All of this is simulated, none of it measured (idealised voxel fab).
process module | voxel trench capacitor
Square cell edge 5 nm, section width 170 nm, ID cut.
Each cross-section below is a grid of square cells, stated as bands in top-down order, with one or more rows of cells making up each band.
In this notation a band is specified by the heights of its top and bottom, in that order and in nm, after which its materials appear from left to right, each paired with its width in nm. The word "edge to edge" attached to a single material means that material fills the band from edge to edge; the word "air" stands for empty space.
Heights are measured from 0, the level below which the as-received wafer is all one material; the lowest band has no bottom and continues downward, written as in "0 down".
A two-number width, for instance "30..40", indicates that the width is equal to the first number in the top row of the band and to the second number in the bottom row, and that it changes by a constant amount per row of cells.
"changes: none" (step): cross-section cells unchanged, all of them.
"Closed void table": empty spaces of 8 cells or more with no open way to the top, each given as width x height at distance, distance from the left edge, all in nm.
On a step's line, text after the settings is the simulator commenting on that step.
overlay nm: mask right of planned place by this much (step with mask). Neg. = left.
List of planned process steps:
1. RECEIVE [material Si]
2. CONFORMAL_DEP [material SiN] [thk nm 10]
3. DIRECTIONAL_DEP [material aC] [thk nm 15]
4. PATTERN [tone open] [mask id TRENCH] [material resist] [width nm 25] [pitch nm 45] [thk nm 35] [overlay nm 0]
5. DIRECTIONAL_ETCH [etch materials aC] [depth nm 15]
6. STRIP [etch materials resist]
7. DIRECTIONAL_ETCH [etch materials SiN] [depth nm 10]
8. DIRECTIONAL_ETCH [etch materials Si] [depth nm 40]
9. STRIP [etch materials aC]
10. CONFORMAL_DEP [material Al2O3] [thk nm 5]
11. CONFORMAL_DEP [material TiN] [thk nm 5]
12. FILL_DEP [material W] [thk nm 5]
13. CMP [height nm 10]
Cross-section of the wafer upon arrival, representing the state reached after step 1:
- 0 down: Si edge to edge
- Closed void table: none
Figure: cross-sectional view of the wafer upon completion of the module, processed from the initial state and according to the plan depicted above, with one error introduced during execution:
- 20 to 15: TiN=35  W=5  TiN=40  W=5  TiN=40  W=5  TiN=40
- 15 to 10: Al2O3=30  TiN=5  W=5  TiN=5  Al2O3=30  TiN=5  W=5  TiN=5  Al2O3=30  TiN=5  W=5  TiN=5  Al2O3=35
- 10 to 0: SiN=25  Al2O3=5  TiN=5  W=5  TiN=5  Al2O3=5  SiN=20  Al2O3=5  TiN=5  W=5  TiN=5  Al2O3=5  SiN=20  Al2O3=5  TiN=5  W=5  TiN=5  Al2O3=5  SiN=30
- 0 to -30: Si=25  Al2O3=5  TiN=5  W=5  TiN=5  Al2O3=5  Si=20  Al2O3=5  TiN=5  W=5  TiN=5  Al2O3=5  Si=20  Al2O3=5  TiN=5  W=5  TiN=5  Al2O3=5  Si=30
- -30 to -35: Si=25  Al2O3=5  TiN=15  Al2O3=5  Si=20  Al2O3=5  TiN=15  Al2O3=5  Si=20  Al2O3=5  TiN=15  Al2O3=5  Si=30
- -35 to -40: Si=25  Al2O3=25  Si=20  Al2O3=25  Si=20  Al2O3=25  Si=30
- -40 down: Si edge to edge
- Closed void table: none
Short version of what went wrong: heads up, step 13 didn't go per plan, it actually ran as CMP [height nm 20]
